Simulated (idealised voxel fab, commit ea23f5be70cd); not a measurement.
Process module in this document: voxel self aligned vias
The cross-section shown here is cut; it is 290 nm wide and divided into square cells measuring 5 nm on a side.
Think of the cross-section as a grid of square cells. We describe it in bands, top to bottom, and each band covers one or more rows of those cells. Band: top and bottom heights (nm) first, top before bottom; then materials from left to right, widths in nm. "throughout" marks a sole material filling the band edge to edge. "air" denotes empty space. The reference from which all heights are counted is 0, the level beneath which the as-received wafer is entirely one material; the lowest band, having no lower bound, proceeds downward and is written after the example "0 down". The notation "30->40" denotes a width that varies across the rows of cells in the band, beginning at the first number in the top row, finishing at the second number in the bottom row, and changing by an identical amount from each row to the next. Take "no alterations made" at face value: in the step it is given for, the cross-section changed in none of its cells. The list in "Cavities, sealed" covers empty spaces of 8 cells or more that cannot reach the top through any open way, and it gives each as width x height at distance; the distance is from the left edge, and width, height and distance are in nm. The remark found on a step's line after its settings is issued by the simulator itself and pertains to that step. overlay nm: on a step with a mask, how far right of its planned place the mask lay; negative means left.
-- This section lists the process steps that were planned
1) RECEIVE | material Si
2) CONFORMAL_DEP | material SiO2 | thk nm 15
3) CONFORMAL_DEP | material SiCN | thk nm 5
4) DIRECTIONAL_DEP | material lowk | thk nm 20
5) DIRECTIONAL_DEP | material aC | thk nm 15
6) PATTERN | tone open | mask id LINES | material resist | width nm 30 | pitch nm 75 | thk nm 35 | overlay nm 0
7) DIRECTIONAL_ETCH | etch materials aC | depth nm 15
8) STRIP | etch materials resist
9) DIRECTIONAL_ETCH | etch materials lowk | depth nm 20
10) STRIP | etch materials aC
11) CONFORMAL_DEP | material TiN | thk nm 5
12) FILL_DEP | material W | thk nm 5
13) CMP | height nm 40
14) SELECTIVE_ETCH | etch materials W Ru TiN | depth nm 10
15) FILL_DEP | material SiN | thk nm 5
16) CMP | height nm 40
17) DIRECTIONAL_DEP | material lowk | thk nm 15
18) MASKED_ETCH | tone open | mask id VIAS | width nm 50 | pitch nm 75 | etch materials lowk | depth nm 15 | overlay nm 0
19) MASKED_ETCH | tone open | mask id VIAS | width nm 50 | pitch nm 75 | etch materials SiN | depth nm 10 | overlay nm 0
20) CONFORMAL_DEP | material TiN | thk nm 5
21) FILL_DEP | material Ru | thk nm 10
22) CMP | height nm 55
23) CONFORMAL_DEP | material SiCN | thk nm 5
-- Cross-section of the incoming wafer, state after step 1
	0 down = Si throughout
	Cavities, sealed: none
-- Same starting wafer, same plan as above, one mistake in the execution; this is the cross-section at the end of the module
	60 to 55 = SiCN throughout
	55 to 45 = lowk (45)  TiN (5)  Ru (40)  TiN (5)  lowk (25)  TiN (5)  Ru (40)  TiN (5)  lowk (25)  TiN (5)  Ru (40)  TiN (5)  lowk (45)
	45 to 35 = lowk (45->55)  TiN (15->5)  Ru (20)  TiN (15->5)  lowk (25->45)  TiN (15->5)  Ru (20)  TiN (15->5)  lowk (25->45)  TiN (15->5)  Ru (20)  TiN (15->5)  lowk (45->55)
	35 to 30 = lowk (55)  TiN (30)  lowk (45)  TiN (30)  lowk (45)  TiN (30)  lowk (55)
	30 to 25 = lowk (55)  TiN (5)  W (20)  TiN (5)  lowk (45)  TiN (5)  W (20)  TiN (5)  lowk (45)  TiN (5)  W (20)  TiN (5)  lowk (55)
	25 to 20 = lowk (55)  TiN (30)  lowk (45)  TiN (30)  lowk (45)  TiN (30)  lowk (55)
	20 to 15 = lowk throughout
	15 to 0 = SiO2 throughout
	0 down = Si throughout
	Cavities, sealed: none
Processing error: step 3 off recipe, ran as CONFORMAL_DEP | material lowk | thk nm 5
